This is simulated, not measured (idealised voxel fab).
Name of the process module below: voxel ribs on slabs
Cross-section cut: width 270 nm, square cells of 5 nm.
Square cells in a grid make up a cross-section in this document, and the grid is given as bands, listed from the top down, each one or more rows of cells. Per band: top height and bottom height in nm, followed by the left-to-right materials and their widths in nm; "throughout" marks a single material spanning edge to edge, "blank" marks empty space. Ref level 0: as-received wafer is one material below here. Bottom band extends down with no lower bound ("0 down"). With a width like "30..40", each row of cells in the band differs from the next by the same amount, the top row carrying the first number and the bottom row the second. For the purposes of this document, the phrase "no modification" attached to a step denotes that no cell within the cross-section was modified by that step. Basically, "Trapped voids" tells you about the enclosed voids: empty spaces with no open way to the top, 8 cells or bigger, each written width x height at distance, where distance is from the left edge, all in nm. Post-settings text on a step line: simulator's own remark regarding the step. A step line may carry the setting "overlay nm", which, for steps involving a mask, states the distance by which the mask lay to the right of its intended position; negative values denote displacement to the left.

[The process steps that were planned are listed below]
step 1: RECEIVE: material Si
step 2: DIRECTIONAL_DEP: material SiO2, thk nm 30
step 3: DIRECTIONAL_DEP: material polySi, thk nm 20
step 4: PATTERN: tone cover, mask id RIB, material resist, width nm 20, thk nm 15, overlay nm 0
step 5: DIRECTIONAL_ETCH: etch materials polySi, depth nm 5
step 6: STRIP: etch materials resist
step 7: DIRECTIONAL_DEP: material aC, thk nm 15
step 8: PATTERN: tone cover, mask id SLAB, material resist, width nm 50, thk nm 35, overlay nm 0
step 9: DIRECTIONAL_ETCH: etch materials aC, depth nm 15
step 10: STRIP: etch materials resist
step 11: DIRECTIONAL_ETCH: etch materials polySi, depth nm 15
step 12: STRIP: etch materials aC
step 13: FILL_DEP: material SiO2, thk nm 25
step 14: CMP: height nm 65
step 15: DIRECTIONAL_DEP: material TiN, thk nm 5
step 16: PATTERN: tone cover, mask id HEATER, material resist, width nm 30, thk nm 15, overlay nm 0
step 17: DIRECTIONAL_ETCH: etch materials TiN, depth nm 5
step 18: STRIP: etch materials resist
step 19: CONFORMAL_DEP: material SiO2, thk nm 10

[First wafer of two (run as planned)]

[Cross-sectional view of the wafer in its as-received condition, corresponding to the state after step 1]
    0 down | Si throughout
    Trapped voids: none

[Step 2 done - wafer cross-section]
    30 to 0 | SiO2 throughout
    Beneath the level 0, the cross-section is identical to its previous state.

[Step 3 done - wafer cross-section]
    50 to 30 | polySi throughout
    Beneath the level 30, the cross-section is identical to its previous state.

[Step 4 done - wafer cross-section]
    65 to 50 | blank (125), then resist (20), then blank (125)
    Beneath the level 50, the cross-section is identical to its previous state.

[Step 5 done - wafer cross-section]
    65 to 50 | blank (125), then resist (20), then blank (125)
    50 to 45 | blank (125), then polySi (20), then blank (125)
    Beneath the level 45, the cross-section is identical to its previous state.

[Step 6 done - wafer cross-section]
    50 to 45 | blank (125), then polySi (20), then blank (125)
    Beneath the level 45, the cross-section is identical to its previous state.

[Step 7 done - wafer cross-section]
    65 to 60 | blank (125), then aC (20), then blank (125)
    60 to 50 | aC throughout
    50 to 45 | aC (125), then polySi (20), then aC (125)
    Beneath the level 45, the cross-section is identical to its previous state.

[Step 8 done - wafer cross-section]
    100 to 65 | blank (110), then resist (50), then blank (110)
    65 to 60 | blank (110), then resist (15), then aC (20), then resist (15), then blank (110)
    Beneath the level 60, the cross-section is identical to its previous state.

[Step 9 done - wafer cross-section]
    85 to 65 | blank (110), then resist (50), then blank (110)
    65 to 60 | blank (110), then resist (15), then aC (20), then resist (15), then blank (110)
    60 to 50 | blank (110), then aC (50), then blank (110)
    50 to 45 | blank (110), then aC (15), then polySi (20), then aC (15), then blank (110)
    Beneath the level 45, the cross-section is identical to its previous state.

[Step 10 done - wafer cross-section]
    65 to 60 | blank (125), then aC (20), then blank (125)
    Beneath the level 60, the cross-section is identical to its previous state.

[Step 11 done - wafer cross-section]
    65 to 60 | blank (125), then aC (20), then blank (125)
    60 to 50 | blank (110), then aC (50), then blank (110)
    50 to 45 | blank (110), then aC (15), then polySi (20), then aC (15), then blank (110)
    45 to 30 | blank (110), then polySi (50), then blank (110)
    Beneath the level 30, the cross-section is identical to its previous state.

[Step 12 done - wafer cross-section]
    50 to 45 | blank (125), then polySi (20), then blank (125)
    Beneath the level 45, the cross-section is identical to its previous state.

[Step 13 done - wafer cross-section]
    75 to 50 | SiO2 throughout
    50 to 45 | SiO2 (125), then polySi (20), then SiO2 (125)
    45 to 30 | SiO2 (110), then polySi (50), then SiO2 (110)
    Beneath the level 30, the cross-section is identical to its previous state.

[Step 14 done - wafer cross-section]
    65 to 50 | SiO2 throughout
    Beneath the level 50, the cross-section is identical to its previous state.

[Step 15 done - wafer cross-section]
    70 to 65 | TiN throughout
    Beneath the level 65, the cross-section is identical to its previous state.

[Step 16 done - wafer cross-section]
    85 to 70 | blank (120), then resist (30), then blank (120)
    Beneath the level 70, the cross-section is identical to its previous state.

[Step 17 done - wafer cross-section]
    85 to 70 | blank (120), then resist (30), then blank (120)
    70 to 65 | blank (120), then TiN (30), then blank (120)
    Beneath the level 65, the cross-section is identical to its previous state.

[Step 18 done - wafer cross-section]
    70 to 65 | blank (120), then TiN (30), then blank (120)
    Beneath the level 65, the cross-section is identical to its previous state.

[Step 19 done - wafer cross-section]
    80 to 75 | blank (110), then SiO2 (50), then blank (110)
    75 to 70 | SiO2 throughout
    70 to 65 | SiO2 (120), then TiN (30), then SiO2 (120)
    Beneath the level 65, the cross-section is identical to its previous state.

[The remaining wafer, second of the two, started like the first and was run to the same plan, except that one mistake was made along the way; the two coincide through step 7, inclusive]

[Here is the second wafer in cross-section at the point where step 8 of the plan should have been done]
    100 to 65 | blank (105), then resist (50), then blank (115)
    65 to 60 | blank (105), then resist (20), then aC (20), then resist (10), then blank (115)
    Beneath the level 60, the cross-section is identical to its previous state.

[Here is the second wafer in cross-section at the point where step 9 of the plan should have been done]
    85 to 65 | blank (105), then resist (50), then blank (115)
    65 to 60 | blank (105), then resist (20), then aC (20), then resist (10), then blank (115)
    60 to 50 | blank (105), then aC (50), then blank (115)
    50 to 45 | blank (105), then aC (20), then polySi (20), then aC (10), then blank (115)
    Beneath the level 45, the cross-section is identical to its previous state.

[Here is the second wafer in cross-section at the point where step 10 of the plan should have been done]
    65 to 60 | blank (125), then aC (20), then blank (125)
    Beneath the level 60, the cross-section is identical to its previous state.

[Here is the second wafer in cross-section at the point where step 11 of the plan should have been done]
    65 to 60 | blank (125), then aC (20), then blank (125)
    60 to 50 | blank (105), then aC (50), then blank (115)
    50 to 45 | blank (105), then aC (20), then polySi (20), then aC (10), then blank (115)
    45 to 30 | blank (105), then polySi (50), then blank (115)
    Beneath the level 30, the cross-section is identical to its previous state.

[Here is the second wafer in cross-section at the point where step 12 of the plan should have been done]
    50 to 45 | blank (125), then polySi (20), then blank (125)
    Beneath the level 45, the cross-section is identical to its previous state.

[Here is the second wafer in cross-section at the point where step 13 of the plan should have been done]
    75 to 50 | SiO2 throughout
    50 to 45 | SiO2 (125), then polySi (20), then SiO2 (125)
    45 to 30 | SiO2 (105), then polySi (50), then SiO2 (115)
    Beneath the level 30, the cross-section is identical to its previous state.

[Here is the second wafer in cross-section at the point where step 14 of the plan should have been done]
    65 to 50 | SiO2 throughout
    Beneath the level 50, the cross-section is identical to its previous state.

[Here is the second wafer in cross-section at the point where step 15 of the plan should have been done]
    70 to 65 | TiN throughout
    Beneath the level 65, the cross-section is identical to its previous state.

[Here is the second wafer in cross-section at the point where step 16 of the plan should have been done]
    85 to 70 | blank (120), then resist (30), then blank (120)
    Beneath the level 70, the cross-section is identical to its previous state.

[Here is the second wafer in cross-section at the point where step 17 of the plan should have been done]
    85 to 70 | blank (120), then resist (30), then blank (120)
    70 to 65 | blank (120), then TiN (30), then blank (120)
    Beneath the level 65, the cross-section is identical to its previous state.

[Here is the second wafer in cross-section at the point where step 18 of the plan should have been done]
    70 to 65 | blank (120), then TiN (30), then blank (120)
    Beneath the level 65, the cross-section is identical to its previous state.

[Here is the second wafer in cross-section at the point where step 19 of the plan should have been done]
    80 to 75 | blank (110), then SiO2 (50), then blank (110)
    75 to 70 | SiO2 throughout
    70 to 65 | SiO2 (120), then TiN (30), then SiO2 (120)
    Beneath the level 65, the cross-section is identical to its previous state.
The mistake made against the process plan was this: step 8 did not happen as planned, as run it was PATTERN: tone cover, mask id SLAB, material resist, width nm 50, thk nm 35, overlay nm -5
By the end, you'd get the same cell count for each material on either wafer, but the second wafer puts them somewhere else.
